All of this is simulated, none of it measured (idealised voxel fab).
process module | voxel local oxidation
cross-section cut | 145 nm wide | cells 5 nm
A cross-section is a grid of square cells, given in bands from the top down. A band is one or more rows of cells.
Each band's line starts with the height of the band's top and of its bottom, in nm. Then come its materials from left to right, each with its width in nm. One material with "throughout" fills the band from edge to edge. "air" is empty space.
Height 0 is the level under which the wafer as received is all one material. The lowest band goes on downwards, as in "0 down".
A width such as "30 to 40" changes by the same amount from each row of cells to the next, from the band's top row to its bottom row.
"no change" after a step means that no cell of the cross-section changed.
closed voids: empty space of 8 cells or more with no open way to the top, each as width x height at its distance from the left edge, in nm
after a step's settings: what the simulator itself notes on the step
overlay nm, on a step with a mask: how far to the right of its planned place the mask lay; to the left if negative
plan
1 op RECEIVE | material Si
2 op CONFORMAL_DEP | material SiO2 | thk nm 5
3 op CONFORMAL_DEP | material SiN | thk nm 10
4 op PATTERN | tone cover | mask id ACTIVE | material resist | width nm 105 | thk nm 20 | overlay nm 0
5 op DIRECTIONAL_ETCH | etch materials SiN | depth nm 10
6 op STRIP | etch materials resist
7 op SELECTIVE_ETCH | etch materials SiO2 | depth nm 5
8 op OXIDIZE | depth nm 10
9 op STRIP | etch materials SiN
varied across the wafers: width nm of step 4. The plan shows the first wafer's value. All wafers start alike
first wafer as received, after step 1
  0 down: Si throughout
  closed voids: none
each wafer at the end: cells of each material gained (+) or lost (-) since it was received, then its closed voids
width nm 105 | -28 Si | +47 SiO2 | closed voids: none
width nm 110 | -26 Si | +46 SiO2 | closed voids: none
width nm 115 | -24 Si | +45 SiO2 | closed voids: none
